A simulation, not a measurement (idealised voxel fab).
The process module presented herein is designated voxel wiring stack.
Square cell edge 5 nm, section width 145 nm, ID cut.
In what follows, cross-sections appear as grids of square cells, described through bands that run from the top down, where every band is one or more rows of cells. Band: top and bottom heights (nm) first, top before bottom; then materials from left to right, widths in nm. "all across" marks a sole material filling the band edge to edge. "blank" denotes empty space. The reference from which all heights are counted is 0, the level beneath which the as-received wafer is entirely one material; the lowest band, having no lower bound, proceeds downward and is written after the example "0 nm and below". The notation "30->40" denotes a width that varies across the rows of cells in the band, beginning at the first number in the top row, finishing at the second number in the bottom row, and changing by an identical amount from each row to the next. A step reported as "all unchanged" is a step in which no cell of the cross-section changed. The entry "Sealed-off cavities" lists the empty spaces that cover at least 8 cells and have no open path to the top. Each is written as width x height at distance, where the distance is measured from the left edge and all three values are in nm. Past the settings on a step's line: simulator remark, on that step. The setting "overlay nm" may be written on the line of a step. When the step uses a mask, the value reports how far to the right of the planned place the mask lay, and a negative value reports that it lay to the left. Pairs, read this way: before one process step on the one hand, after it on the other, the after cross-section ending at the lowest band that changed; the step between, settings included, beneath. Same starting wafer throughout, but possibly different runs of this module, so no pair continues from the pair above unless its entry headed "Cross-section, before" says so.

Cross-section, before:
  65 nm to 45 nm: resist (35) | blank (25) | resist (20) | blank (25) | resist (40)
  45 nm to 30 nm: lowk all across
  30 nm to 15 nm: SiN all across
  15 nm to 0 nm: SiO2 all across
  0 nm and below: Si all across
  Sealed-off cavities: none

Post-Step Cross-Section:
  65 nm to 45 nm: resist (35) | blank (25) | resist (20) | blank (25) | resist (40)
  45 nm to 30 nm: lowk (35) | blank (25) | lowk (20) | blank (25) | lowk (40)
  Everything below 30 is unchanged.
  Sealed-off cavities: none
Processing between the before and after sections above: DIRECTIONAL_ETCH (etch materials lowk; depth nm 15)

Cross-section, before: look at the pair above, its after cross-section is where this step starts.

Post-Step Cross-Section:
  65 nm to 45 nm: resist (35) | blank (25) | resist (20) | blank (25) | resist (40)
  45 nm to 30 nm: lowk (35) | blank (25) | lowk (20) | blank (25) | lowk (40)
  30 nm to 25 nm: SiN (35) | blank (25) | SiN (20) | blank (25) | SiN (40)
  Everything below 25 is unchanged.
  Sealed-off cavities: none
Processing between the before and after sections above: DIRECTIONAL_ETCH (etch materials SiN; depth nm 5)

Cross-section, before: look at the pair above, its after cross-section is where this step starts.

Post-Step Cross-Section:
  45 nm to 30 nm: lowk (35) | blank (25) | lowk (20) | blank (25) | lowk (40)
  Everything below 30 is unchanged.
  Sealed-off cavities: none
Processing between the before and after sections above: STRIP (etch materials resist)

Cross-section, before: look at the pair above, its after cross-section is where this step starts.

Post-Step Cross-Section:
  50 nm to 45 nm: TiN (40) | blank (15) | TiN (30) | blank (15) | TiN (45)
  45 nm to 30 nm: lowk (35) | TiN (5) | blank (15) | TiN (5) | lowk (20) | TiN (5) | blank (15) | TiN (5) | lowk (40)
  30 nm to 25 nm: SiN (35) | TiN (25) | SiN (20) | TiN (25) | SiN (40)
  Everything below 25 is unchanged.
  Sealed-off cavities: none
Processing between the before and after sections above: CONFORMAL_DEP (material TiN; thk nm 5)

Cross-section, before: look at the pair above, its after cross-section is where this step starts.

Post-Step Cross-Section:
  55 nm to 50 nm: W all across
  50 nm to 45 nm: TiN (40) | W (15) | TiN (30) | W (15) | TiN (45)
  45 nm to 30 nm: lowk (35) | TiN (5) | W (15) | TiN (5) | lowk (20) | TiN (5) | W (15) | TiN (5) | lowk (40)
  Everything below 30 is unchanged.
  Sealed-off cavities: none
Processing between the before and after sections above: FILL_DEP (material W; thk nm 5)

Cross-section, before: look at the pair above, its after cross-section is where this step starts.

Post-Step Cross-Section:
  35 nm to 30 nm: lowk (35) | TiN (5) | W (15) | TiN (5) | lowk (20) | TiN (5) | W (15) | TiN (5) | lowk (40)
  Everything below 30 is unchanged.
  Sealed-off cavities: none
Processing between the before and after sections above: CMP (height nm 35)

Cross-section, before: look at the pair above, its after cross-section is where this step starts.

Post-Step Cross-Section:
  40 nm to 35 nm: SiCN all across
  Everything below 35 is unchanged.
  Sealed-off cavities: none
Processing between the before and after sections above: CONFORMAL_DEP (material SiCN; thk nm 5)

Cross-section, before: look at the pair above, its after cross-section is where this step starts.

Post-Step Cross-Section:
  55 nm to 40 nm: lowk all across
  Everything below 40 is unchanged.
  Sealed-off cavities: none
Processing between the before and after sections above: DIRECTIONAL_DEP (material lowk; thk nm 15)

Cross-section, before: look at the pair above, its after cross-section is where this step starts.

Post-Step Cross-Section:
  75 nm to 55 nm: resist (35) | blank (15) | resist (95)
  Everything below 55 is unchanged.
  Sealed-off cavities: none
Processing between the before and after sections above: PATTERN (tone open; mask id PLUG_1; material resist; width nm 15; thk nm 20; overlay nm 0)

Cross-section, before: look at the pair above, its after cross-section is where this step starts.

Post-Step Cross-Section:
  75 nm to 55 nm: resist (35) | blank (15) | resist (95)
  55 nm to 40 nm: lowk (35) | blank (15) | lowk (95)
  Everything below 40 is unchanged.
  Sealed-off cavities: none
Processing between the before and after sections above: DIRECTIONAL_ETCH (etch materials lowk; depth nm 15)

Cross-section, before: look at the pair above, its after cross-section is where this step starts.

Post-Step Cross-Section:
  75 nm to 55 nm: resist (35) | blank (15) | resist (95)
  55 nm to 40 nm: lowk (35) | blank (15) | lowk (95)
  40 nm to 35 nm: SiCN (35) | blank (15) | SiCN (95)
  Everything below 35 is unchanged.
  Sealed-off cavities: none
Processing between the before and after sections above: DIRECTIONAL_ETCH (etch materials SiCN; depth nm 5)

Cross-section, before: look at the pair above, its after cross-section is where this step starts.

Post-Step Cross-Section:
  55 nm to 40 nm: lowk (35) | blank (15) | lowk (95)
  Everything below 40 is unchanged.
  Sealed-off cavities: none
Processing between the before and after sections above: STRIP (etch materials resist)

Cross-section, before: look at the pair above, its after cross-section is where this step starts.

Post-Step Cross-Section:
  55 nm to 45 nm: lowk (35) | blank (15) | lowk (95)
  45 nm to 40 nm: lowk (35) | Ru (15) | lowk (95)
  40 nm to 35 nm: SiCN (35) | Ru (15) | SiCN (95)
  Everything below 35 is unchanged.
  Sealed-off cavities: none
Processing between the before and after sections above: EPI (material Ru; thk nm 10)

Cross-section, before: look at the pair above, its after cross-section is where this step starts.

Post-Step Cross-Section:
  55 nm to 40 nm: lowk (35) | Ru (15) | lowk (95)
  Everything below 40 is unchanged.
  Sealed-off cavities: none
Processing between the before and after sections above: EPI (material Ru; thk nm 10)

Cross-section, before: look at the pair above, its after cross-section is where this step starts.

Post-Step Cross-Section:
  60 nm to 55 nm: TiN all across
  Everything below 55 is unchanged.
  Sealed-off cavities: none
Processing between the before and after sections above: DIRECTIONAL_DEP (material TiN; thk nm 5)

Cross-section, before: look at the pair above, its after cross-section is where this step starts.

Post-Step Cross-Section:
  85 nm to 60 nm: W all across
  Everything below 60 is unchanged.
  Sealed-off cavities: none
Processing between the before and after sections above: DIRECTIONAL_DEP (material W; thk nm 25)

Cross-section, before: look at the pair above, its after cross-section is where this step starts.

Post-Step Cross-Section:
  100 nm to 85 nm: aC all across
  Everything below 85 is unchanged.
  Sealed-off cavities: none
Processing between the before and after sections above: DIRECTIONAL_DEP (material aC; thk nm 15)

Cross-section, before: look at the pair above, its after cross-section is where this step starts.

Post-Step Cross-Section:
  135 nm to 100 nm: blank (35) | resist (25) | blank (20) | resist (25) | blank (40)
  Everything below 100 is unchanged.
  Sealed-off cavities: none
Processing between the before and after sections above: PATTERN (tone cover; mask id METAL_2; material resist; width nm 25; pitch nm 45; thk nm 35; overlay nm 0)

Cross-section, before: look at the pair above, its after cross-section is where this step starts.

Post-Step Cross-Section:
  120 nm to 100 nm: blank (35) | resist (25) | blank (20) | resist (25) | blank (40)
  100 nm to 85 nm: blank (35) | aC (25) | blank (20) | aC (25) | blank (40)
  Everything below 85 is unchanged.
  Sealed-off cavities: none
Processing between the before and after sections above: DIRECTIONAL_ETCH (etch materials aC; depth nm 15)

Cross-section, before: look at the pair above, its after cross-section is where this step starts.

Post-Step Cross-Section:
  100 nm to 85 nm: blank (35) | aC (25) | blank (20) | aC (25) | blank (40)
  Everything below 85 is unchanged.
  Sealed-off cavities: none
Processing between the before and after sections above: STRIP (etch materials resist)

Cross-section, before: look at the pair above, its after cross-section is where this step starts.

Post-Step Cross-Section:
  100 nm to 85 nm: blank (35) | aC (25) | blank (20) | aC (25) | blank (40)
  85 nm to 60 nm: blank (35) | W (25) | blank (20) | W (25) | blank (40)
  Everything below 60 is unchanged.
  Sealed-off cavities: none
Processing between the before and after sections above: DIRECTIONAL_ETCH (etch materials W; depth nm 25)

Cross-section, before: look at the pair above, its after cross-section is where this step starts.

Post-Step Cross-Section:
  100 nm to 85 nm: blank (35) | aC (25) | blank (20) | aC (25) | blank (40)
  85 nm to 60 nm: blank (35) | W (25) | blank (20) | W (25) | blank (40)
  60 nm to 55 nm: blank (35) | TiN (25) | blank (20) | TiN (25) | blank (40)
  Everything below 55 is unchanged.
  Sealed-off cavities: none
Processing between the before and after sections above: DIRECTIONAL_ETCH (etch materials TiN; depth nm 5)

Cross-section, before: look at the pair above, its after cross-section is where this step starts.

Post-Step Cross-Section:
  85 nm to 60 nm: blank (35) | W (25) | blank (20) | W (25) | blank (40)
  Everything below 60 is unchanged.
  Sealed-off cavities: none
Processing between the before and after sections above: STRIP (etch materials aC)

Cross-section, before: look at the pair above, its after cross-section is where this step starts.

Post-Step Cross-Section:
  90 nm to 85 nm: lowk all across
  85 nm to 60 nm: lowk (35) | W (25) | lowk (20) | W (25) | lowk (40)
  60 nm to 55 nm: lowk (35) | TiN (25) | lowk (20) | TiN (25) | lowk (40)
  Everything below 55 is unchanged.
  Sealed-off cavities: none
Processing between the before and after sections above: FILL_DEP (material lowk; thk nm 5)

Cross-section, before: look at the pair above, its after cross-section is where this step starts.

Post-Step Cross-Section:
  85 nm to 60 nm: lowk (35) | W (25) | lowk (20) | W (25) | lowk (40)
  Everything below 60 is unchanged.
  Sealed-off cavities: none
Processing between the before and after sections above: CMP (height nm 85)

Cross-section, before: look at the pair above, its after cross-section is where this step starts.

Post-Step Cross-Section:
  90 nm to 85 nm: SiN all across
  Everything below 85 is unchanged.
  Sealed-off cavities: none
Processing between the before and after sections above: CONFORMAL_DEP (material SiN; thk nm 5)

Cross-section, before:
  35 nm to 20 nm: lowk all across
  20 nm to 15 nm: SiN all across
  15 nm to 0 nm: SiO2 all across
  0 nm and below: Si all across
  Sealed-off cavities: none

Post-Step Cross-Section:
  55 nm to 35 nm: resist (40) | blank (20) | resist (25) | blank (20) | resist (40)
  Everything below 35 is unchanged.
  Sealed-off cavities: none
Processing between the before and after sections above: PATTERN (tone open; mask id METAL_1; material resist; width nm 20; pitch nm 45; thk nm 20; overlay nm 0)

Cross-section, before: look at the pair above, its after cross-section is where this step starts.

Post-Step Cross-Section:
  55 nm to 35 nm: resist (40) | blank (20) | resist (25) | blank (20) | resist (40)
  35 nm to 20 nm: lowk (40) | blank (20) | lowk (25) | blank (20) | lowk (40)
  Everything below 20 is unchanged.
  Sealed-off cavities: none
Processing between the before and after sections above: DIRECTIONAL_ETCH (etch materials lowk; depth nm 15)

Cross-section, before: look at the pair above, its after cross-section is where this step starts.

Post-Step Cross-Section:
  55 nm to 35 nm: resist (40) | blank (20) | resist (25) | blank (20) | resist (40)
  35 nm to 20 nm: lowk (40) | blank (20) | lowk (25) | blank (20) | lowk (40)
  20 nm to 15 nm: SiN (40) | blank (20) | SiN (25) | blank (20) | SiN (40)
  Everything below 15 is unchanged.
  Sealed-off cavities: none
Processing between the before and after sections above: DIRECTIONAL_ETCH (etch materials SiN; depth nm 5)

Cross-section, before: look at the pair above, its after cross-section is where this step starts.

Post-Step Cross-Section:
  35 nm to 20 nm: lowk (40) | blank (20) | lowk (25) | blank (20) | lowk (40)
  Everything below 20 is unchanged.
  Sealed-off cavities: none
Processing between the before and after sections above: STRIP (etch materials resist)

Cross-section, before: look at the pair above, its after cross-section is where this step starts.

Post-Step Cross-Section:
  40 nm to 35 nm: TiN (45) | blank (10) | TiN (35) | blank (10) | TiN (45)
  35 nm to 20 nm: lowk (40) | TiN (5) | blank (10) | TiN (5) | lowk (25) | TiN (5) | blank (10) | TiN (5) | lowk (40)
  20 nm to 15 nm: SiN (40) | TiN (20) | SiN (25) | TiN (20) | SiN (40)
  Everything below 15 is unchanged.
  Sealed-off cavities: none
Processing between the before and after sections above: CONFORMAL_DEP (material TiN; thk nm 5)

Cross-section, before: look at the pair above, its after cross-section is where this step starts.

Post-Step Cross-Section:
  45 nm to 40 nm: W all across
  40 nm to 35 nm: TiN (45) | W (10) | TiN (35) | W (10) | TiN (45)
  35 nm to 20 nm: lowk (40) | TiN (5) | W (10) | TiN (5) | lowk (25) | TiN (5) | W (10) | TiN (5) | lowk (40)
  Everything below 20 is unchanged.
  Sealed-off cavities: none
Processing between the before and after sections above: FILL_DEP (material W; thk nm 5)

Cross-section, before: look at the pair above, its after cross-section is where this step starts.

Post-Step Cross-Section:
  35 nm to 20 nm: lowk (40) | TiN (5) | W (10) | TiN (5) | lowk (25) | TiN (5) | W (10) | TiN (5) | lowk (40)
  Everything below 20 is unchanged.
  Sealed-off cavities: none
Processing between the before and after sections above: CMP (height nm 35)

Cross-section, before: look at the pair above, its after cross-section is where this step starts.

Post-Step Cross-Section:
  40 nm to 35 nm: SiCN all across
  Everything below 35 is unchanged.
  Sealed-off cavities: none
Processing between the before and after sections above: CONFORMAL_DEP (material SiCN; thk nm 5)

Cross-section, before: look at the pair above, its after cross-section is where this step starts.

Post-Step Cross-Section:
  55 nm to 40 nm: lowk all across
  Everything below 40 is unchanged.
  Sealed-off cavities: none
Processing between the before and after sections above: DIRECTIONAL_DEP (material lowk; thk nm 15)

Cross-section, before: look at the pair above, its after cross-section is where this step starts.

Post-Step Cross-Section:
  75 nm to 55 nm: resist (35) | blank (15) | resist (95)
  Everything below 55 is unchanged.
  Sealed-off cavities: none
Processing between the before and after sections above: PATTERN (tone open; mask id PLUG_1; material resist; width nm 15; thk nm 20; overlay nm 0)

Cross-section, before: look at the pair above, its after cross-section is where this step starts.

Post-Step Cross-Section:
  75 nm to 55 nm: resist (35) | blank (15) | resist (95)
  55 nm to 40 nm: lowk (35) | blank (15) | lowk (95)
  Everything below 40 is unchanged.
  Sealed-off cavities: none
Processing between the before and after sections above: DIRECTIONAL_ETCH (etch materials lowk; depth nm 15)

Cross-section, before: look at the pair above, its after cross-section is where this step starts.

Post-Step Cross-Section:
  75 nm to 55 nm: resist (35) | blank (15) | resist (95)
  55 nm to 40 nm: lowk (35) | blank (15) | lowk (95)
  40 nm to 35 nm: SiCN (35) | blank (15) | SiCN (95)
  Everything below 35 is unchanged.
  Sealed-off cavities: none
Processing between the before and after sections above: DIRECTIONAL_ETCH (etch materials SiCN; depth nm 5)

Cross-section, before: look at the pair above, its after cross-section is where this step starts.

Post-Step Cross-Section:
  55 nm to 40 nm: lowk (35) | blank (15) | lowk (95)
  Everything below 40 is unchanged.
  Sealed-off cavities: none
Processing between the before and after sections above: STRIP (etch materials resist)

Cross-section, before: look at the pair above, its after cross-section is where this step starts.

Post-Step Cross-Section:
  55 nm to 45 nm: lowk (35) | blank (15) | lowk (95)
  45 nm to 40 nm: lowk (35) | Ru (15) | lowk (95)
  40 nm to 35 nm: SiCN (35) | Ru (15) | SiCN (95)
  Everything below 35 is unchanged.
  Sealed-off cavities: none
Processing between the before and after sections above: EPI (material Ru; thk nm 10)

Cross-section, before: look at the pair above, its after cross-section is where this step starts.

Post-Step Cross-Section:
  55 nm to 40 nm: lowk (35) | Ru (15) | lowk (95)
  Everything below 40 is unchanged.
  Sealed-off cavities: none
Processing between the before and after sections above: EPI (material Ru; thk nm 10)

Cross-section, before: look at the pair above, its after cross-section is where this step starts.

Post-Step Cross-Section:
  60 nm to 55 nm: TiN all across
  Everything below 55 is unchanged.
  Sealed-off cavities: none
Processing between the before and after sections above: DIRECTIONAL_DEP (material TiN; thk nm 5)

Cross-section, before: look at the pair above, its after cross-section is where this step starts.

Post-Step Cross-Section:
  85 nm to 60 nm: W all across
  Everything below 60 is unchanged.
  Sealed-off cavities: none
Processing between the before and after sections above: DIRECTIONAL_DEP (material W; thk nm 25)

Cross-section, before: look at the pair above, its after cross-section is where this step starts.

Post-Step Cross-Section:
  100 nm to 85 nm: aC all across
  Everything below 85 is unchanged.
  Sealed-off cavities: none
Processing between the before and after sections above: DIRECTIONAL_DEP (material aC; thk nm 15)

Cross-section, before: look at the pair above, its after cross-section is where this step starts.

Post-Step Cross-Section:
  135 nm to 100 nm: blank (35) | resist (25) | blank (20) | resist (25) | blank (40)
  Everything below 100 is unchanged.
  Sealed-off cavities: none
Processing between the before and after sections above: PATTERN (tone cover; mask id METAL_2; material resist; width nm 25; pitch nm 45; thk nm 35; overlay nm 0)

Cross-section, before: look at the pair above, its after cross-section is where this step starts.

Post-Step Cross-Section:
  120 nm to 100 nm: blank (35) | resist (25) | blank (20) | resist (25) | blank (40)
  100 nm to 85 nm: blank (35) | aC (25) | blank (20) | aC (25) | blank (40)
  Everything below 85 is unchanged.
  Sealed-off cavities: none
Processing between the before and after sections above: DIRECTIONAL_ETCH (etch materials aC; depth nm 15)

Cross-section, before: look at the pair above, its after cross-section is where this step starts.

Post-Step Cross-Section:
  100 nm to 85 nm: blank (35) | aC (25) | blank (20) | aC (25) | blank (40)
  Everything below 85 is unchanged.
  Sealed-off cavities: none
Processing between the before and after sections above: STRIP (etch materials resist)

Cross-section, before: look at the pair above, its after cross-section is where this step starts.

Post-Step Cross-Section:
  100 nm to 85 nm: blank (35) | aC (25) | blank (20) | aC (25) | blank (40)
  85 nm to 60 nm: blank (35) | W (25) | blank (20) | W (25) | blank (40)
  Everything below 60 is unchanged.
  Sealed-off cavities: none
Processing between the before and after sections above: DIRECTIONAL_ETCH (etch materials W; depth nm 25)

Cross-section, before: look at the pair above, its after cross-section is where this step starts.

Post-Step Cross-Section:
  100 nm to 85 nm: blank (35) | aC (25) | blank (20) | aC (25) | blank (40)
  85 nm to 60 nm: blank (35) | W (25) | blank (20) | W (25) | blank (40)
  60 nm to 55 nm: blank (35) | TiN (25) | blank (20) | TiN (25) | blank (40)
  Everything below 55 is unchanged.
  Sealed-off cavities: none
Processing between the before and after sections above: DIRECTIONAL_ETCH (etch materials TiN; depth nm 5)

Cross-section, before: look at the pair above, its after cross-section is where this step starts.

Post-Step Cross-Section:
  85 nm to 60 nm: blank (35) | W (25) | blank (20) | W (25) | blank (40)
  Everything below 60 is unchanged.
  Sealed-off cavities: none
Processing between the before and after sections above: STRIP (etch materials aC)

Cross-section, before: look at the pair above, its after cross-section is where this step starts.

Post-Step Cross-Section:
  90 nm to 85 nm: lowk all across
  85 nm to 60 nm: lowk (35) | W (25) | lowk (20) | W (25) | lowk (40)
  60 nm to 55 nm: lowk (35) | TiN (25) | lowk (20) | TiN (25) | lowk (40)
  Everything below 55 is unchanged.
  Sealed-off cavities: none
Processing between the before and after sections above: FILL_DEP (material lowk; thk nm 5)

Cross-section, before: look at the pair above, its after cross-section is where this step starts.

Post-Step Cross-Section:
  85 nm to 60 nm: lowk (35) | W (25) | lowk (20) | W (25) | lowk (40)
  Everything below 60 is unchanged.
  Sealed-off cavities: none
Processing between the before and after sections above: CMP (height nm 85)

Cross-section, before: look at the pair above, its after cross-section is where this step starts.

Post-Step Cross-Section:
  90 nm to 85 nm: SiN all across
  Everything below 85 is unchanged.
  Sealed-off cavities: none
Processing between the before and after sections above: CONFORMAL_DEP (material SiN; thk nm 5)

Cross-section, before:
  55 nm to 40 nm: lowk all across
  40 nm to 35 nm: SiCN all across
  35 nm to 20 nm: lowk (35) | TiN (5) | W (15) | TiN (5) | lowk (20) | TiN (5) | W (15) | TiN (5) | lowk (40)
  20 nm to 15 nm: SiN (35) | TiN (25) | SiN (20) | TiN (25) | SiN (40)
  15 nm to 0 nm: SiO2 all across
  0 nm and below: Si all across
  Sealed-off cavities: none

Post-Step Cross-Section:
  75 nm to 55 nm: resist (45) | blank (15) | resist (85)
  Everything below 55 is unchanged.
  Sealed-off cavities: none
Processing between the before and after sections above: PATTERN (tone open; mask id PLUG_1; material resist; width nm 15; thk nm 20; overlay nm 10)

Cross-section, before: look at the pair above, its after cross-section is where this step starts.

Post-Step Cross-Section:
  75 nm to 55 nm: resist (45) | blank (15) | resist (85)
  55 nm to 40 nm: lowk (45) | blank (15) | lowk (85)
  Everything below 40 is unchanged.
  Sealed-off cavities: none
Processing between the before and after sections above: DIRECTIONAL_ETCH (etch materials lowk; depth nm 15)

Cross-section, before: look at the pair above, its after cross-section is where this step starts.

Post-Step Cross-Section:
  75 nm to 55 nm: resist (45) | blank (15) | resist (85)
  55 nm to 40 nm: lowk (45) | blank (15) | lowk (85)
  40 nm to 35 nm: SiCN (45) | blank (15) | SiCN (85)
  Everything below 35 is unchanged.
  Sealed-off cavities: none
Processing between the before and after sections above: DIRECTIONAL_ETCH (etch materials SiCN; depth nm 5)

Cross-section, before: look at the pair above, its after cross-section is where this step starts.

Post-Step Cross-Section:
  55 nm to 40 nm: lowk (45) | blank (15) | lowk (85)
  Everything below 40 is unchanged.
  Sealed-off cavities: none
Processing between the before and after sections above: STRIP (etch materials resist)

Cross-section, before: look at the pair above, its after cross-section is where this step starts.

Post-Step Cross-Section:
  55 nm to 45 nm: lowk (45) | blank (15) | lowk (85)
  45 nm to 40 nm: lowk (45) | Ru (15) | lowk (85)
  40 nm to 35 nm: SiCN (45) | Ru (15) | SiCN (85)
  Everything below 35 is unchanged.
  Sealed-off cavities: none
Processing between the before and after sections above: EPI (material Ru; thk nm 10)

Cross-section, before: look at the pair above, its after cross-section is where this step starts.

Post-Step Cross-Section:
  55 nm to 40 nm: lowk (45) | Ru (15) | lowk (85)
  Everything below 40 is unchanged.
  Sealed-off cavities: none
Processing between the before and after sections above: EPI (material Ru; thk nm 10)

Cross-section, before: look at the pair above, its after cross-section is where this step starts.

Post-Step Cross-Section:
  60 nm to 55 nm: TiN all across
  Everything below 55 is unchanged.
  Sealed-off cavities: none
Processing between the before and after sections above: DIRECTIONAL_DEP (material TiN; thk nm 5)

Cross-section, before: look at the pair above, its after cross-section is where this step starts.

Post-Step Cross-Section:
  85 nm to 60 nm: W all across
  Everything below 60 is unchanged.
  Sealed-off cavities: none
Processing between the before and after sections above: DIRECTIONAL_DEP (material W; thk nm 25)

Cross-section, before: look at the pair above, its after cross-section is where this step starts.

Post-Step Cross-Section:
  100 nm to 85 nm: aC all across
  Everything below 85 is unchanged.
  Sealed-off cavities: none
Processing between the before and after sections above: DIRECTIONAL_DEP (material aC; thk nm 15)

Cross-section, before: look at the pair above, its after cross-section is where this step starts.

Post-Step Cross-Section:
  135 nm to 100 nm: blank (35) | resist (25) | blank (20) | resist (25) | blank (40)
  Everything below 100 is unchanged.
  Sealed-off cavities: none
Processing between the before and after sections above: PATTERN (tone cover; mask id METAL_2; material resist; width nm 25; pitch nm 45; thk nm 35; overlay nm 0)

Cross-section, before: look at the pair above, its after cross-section is where this step starts.

Post-Step Cross-Section:
  120 nm to 100 nm: blank (35) | resist (25) | blank (20) | resist (25) | blank (40)
  100 nm to 85 nm: blank (35) | aC (25) | blank (20) | aC (25) | blank (40)
  Everything below 85 is unchanged.
  Sealed-off cavities: none
Processing between the before and after sections above: DIRECTIONAL_ETCH (etch materials aC; depth nm 15)

Cross-section, before: look at the pair above, its after cross-section is where this step starts.

Post-Step Cross-Section:
  100 nm to 85 nm: blank (35) | aC (25) | blank (20) | aC (25) | blank (40)
  Everything below 85 is unchanged.
  Sealed-off cavities: none
Processing between the before and after sections above: STRIP (etch materials resist)

Cross-section, before: look at the pair above, its after cross-section is where this step starts.

Post-Step Cross-Section:
  100 nm to 85 nm: blank (35) | aC (25) | blank (20) | aC (25) | blank (40)
  85 nm to 60 nm: blank (35) | W (25) | blank (20) | W (25) | blank (40)
  Everything below 60 is unchanged.
  Sealed-off cavities: none
Processing between the before and after sections above: DIRECTIONAL_ETCH (etch materials W; depth nm 25)

Cross-section, before: look at the pair above, its after cross-section is where this step starts.

Post-Step Cross-Section:
  100 nm to 85 nm: blank (35) | aC (25) | blank (20) | aC (25) | blank (40)
  85 nm to 60 nm: blank (35) | W (25) | blank (20) | W (25) | blank (40)
  60 nm to 55 nm: blank (35) | TiN (25) | blank (20) | TiN (25) | blank (40)
  Everything below 55 is unchanged.
  Sealed-off cavities: none
Processing between the before and after sections above: DIRECTIONAL_ETCH (etch materials TiN; depth nm 5)

Cross-section, before: look at the pair above, its after cross-section is where this step starts.

Post-Step Cross-Section:
  85 nm to 60 nm: blank (35) | W (25) | blank (20) | W (25) | blank (40)
  Everything below 60 is unchanged.
  Sealed-off cavities: none
Processing between the before and after sections above: STRIP (etch materials aC)

Cross-section, before: look at the pair above, its after cross-section is where this step starts.

Post-Step Cross-Section:
  90 nm to 85 nm: lowk all across
  85 nm to 60 nm: lowk (35) | W (25) | lowk (20) | W (25) | lowk (40)
  60 nm to 55 nm: lowk (35) | TiN (25) | lowk (20) | TiN (25) | lowk (40)
  Everything below 55 is unchanged.
  Sealed-off cavities: none
Processing between the before and after sections above: FILL_DEP (material lowk; thk nm 5)

Cross-section, before: look at the pair above, its after cross-section is where this step starts.

Post-Step Cross-Section:
  85 nm to 60 nm: lowk (35) | W (25) | lowk (20) | W (25) | lowk (40)
  Everything below 60 is unchanged.
  Sealed-off cavities: none
Processing between the before and after sections above: CMP (height nm 85)

Cross-section, before: look at the pair above, its after cross-section is where this step starts.

Post-Step Cross-Section:
  90 nm to 85 nm: SiN all across
  Everything below 85 is unchanged.
  Sealed-off cavities: none
Processing between the before and after sections above: CONFORMAL_DEP (material SiN; thk nm 5)

Cross-section, before:
  40 nm to 35 nm: SiCN all across
  35 nm to 20 nm: lowk (35) | TiN (5) | W (15) | TiN (5) | lowk (20) | TiN (5) | W (15) | TiN (5) | lowk (40)
  20 nm to 15 nm: SiN (35) | TiN (25) | SiN (20) | TiN (25) | SiN (40)
  15 nm to 0 nm: SiO2 all across
  0 nm and below: Si all across
  Sealed-off cavities: none

Post-Step Cross-Section:
  55 nm to 40 nm: SiN all across
  Everything below 40 is unchanged.
  Sealed-off cavities: none
Processing between the before and after sections above: DIRECTIONAL_DEP (material SiN; thk nm 15)

Cross-section, before: look at the pair above, its after cross-section is where this step starts.

Post-Step Cross-Section:
  75 nm to 55 nm: resist (35) | blank (15) | resist (95)
  Everything below 55 is unchanged.
  Sealed-off cavities: none
Processing between the before and after sections above: PATTERN (tone open; mask id PLUG_1; material resist; width nm 15; thk nm 20; overlay nm 0)

Cross-section, before: look at the pair above, its after cross-section is where this step starts.

Post-Step Cross-Section:
  55 nm to 40 nm: SiN all across
  Everything below 40 is unchanged.
  Sealed-off cavities: none
Processing between the before and after sections above: STRIP (etch materials resist)

Cross-section, before: look at the pair above, its after cross-section is where this step starts.

Post-Step Cross-Section:
  60 nm to 55 nm: TiN all across
  Everything below 55 is unchanged.
  Sealed-off cavities: none
Processing between the before and after sections above: DIRECTIONAL_DEP (material TiN; thk nm 5)

Cross-section, before: look at the pair above, its after cross-section is where this step starts.

Post-Step Cross-Section:
  85 nm to 60 nm: W all across
  Everything below 60 is unchanged.
  Sealed-off cavities: none
Processing between the before and after sections above: DIRECTIONAL_DEP (material W; thk nm 25)

Cross-section, before: look at the pair above, its after cross-section is where this step starts.

Post-Step Cross-Section:
  100 nm to 85 nm: aC all across
  Everything below 85 is unchanged.
  Sealed-off cavities: none
Processing between the before and after sections above: DIRECTIONAL_DEP (material aC; thk nm 15)

Cross-section, before: look at the pair above, its after cross-section is where this step starts.

Post-Step Cross-Section:
  135 nm to 100 nm: blank (35) | resist (25) | blank (20) | resist (25) | blank (40)
  Everything below 100 is unchanged.
  Sealed-off cavities: none
Processing between the before and after sections above: PATTERN (tone cover; mask id METAL_2; material resist; width nm 25; pitch nm 45; thk nm 35; overlay nm 0)

Cross-section, before: look at the pair above, its after cross-section is where this step starts.

Post-Step Cross-Section:
  120 nm to 100 nm: blank (35) | resist (25) | blank (20) | resist (25) | blank (40)
  100 nm to 85 nm: blank (35) | aC (25) | blank (20) | aC (25) | blank (40)
  Everything below 85 is unchanged.
  Sealed-off cavities: none
Processing between the before and after sections above: DIRECTIONAL_ETCH (etch materials aC; depth nm 15)

Cross-section, before: look at the pair above, its after cross-section is where this step starts.

Post-Step Cross-Section:
  100 nm to 85 nm: blank (35) | aC (25) | blank (20) | aC (25) | blank (40)
  Everything below 85 is unchanged.
  Sealed-off cavities: none
Processing between the before and after sections above: STRIP (etch materials resist)

Cross-section, before: look at the pair above, its after cross-section is where this step starts.

Post-Step Cross-Section:
  100 nm to 85 nm: blank (35) | aC (25) | blank (20) | aC (25) | blank (40)
  85 nm to 60 nm: blank (35) | W (25) | blank (20) | W (25) | blank (40)
  Everything below 60 is unchanged.
  Sealed-off cavities: none
Processing between the before and after sections above: DIRECTIONAL_ETCH (etch materials W; depth nm 25)

Cross-section, before: look at the pair above, its after cross-section is where this step starts.

Post-Step Cross-Section:
  100 nm to 85 nm: blank (35) | aC (25) | blank (20) | aC (25) | blank (40)
  85 nm to 60 nm: blank (35) | W (25) | blank (20) | W (25) | blank (40)
  60 nm to 55 nm: blank (35) | TiN (25) | blank (20) | TiN (25) | blank (40)
  Everything below 55 is unchanged.
  Sealed-off cavities: none
Processing between the before and after sections above: DIRECTIONAL_ETCH (etch materials TiN; depth nm 5)

Cross-section, before: look at the pair above, its after cross-section is where this step starts.

Post-Step Cross-Section:
  85 nm to 60 nm: blank (35) | W (25) | blank (20) | W (25) | blank (40)
  Everything below 60 is unchanged.
  Sealed-off cavities: none
Processing between the before and after sections above: STRIP (etch materials aC)

Cross-section, before: look at the pair above, its after cross-section is where this step starts.

Post-Step Cross-Section:
  90 nm to 85 nm: lowk all across
  85 nm to 60 nm: lowk (35) | W (25) | lowk (20) | W (25) | lowk (40)
  60 nm to 55 nm: lowk (35) | TiN (25) | lowk (20) | TiN (25) | lowk (40)
  Everything below 55 is unchanged.
  Sealed-off cavities: none
Processing between the before and after sections above: FILL_DEP (material lowk; thk nm 5)
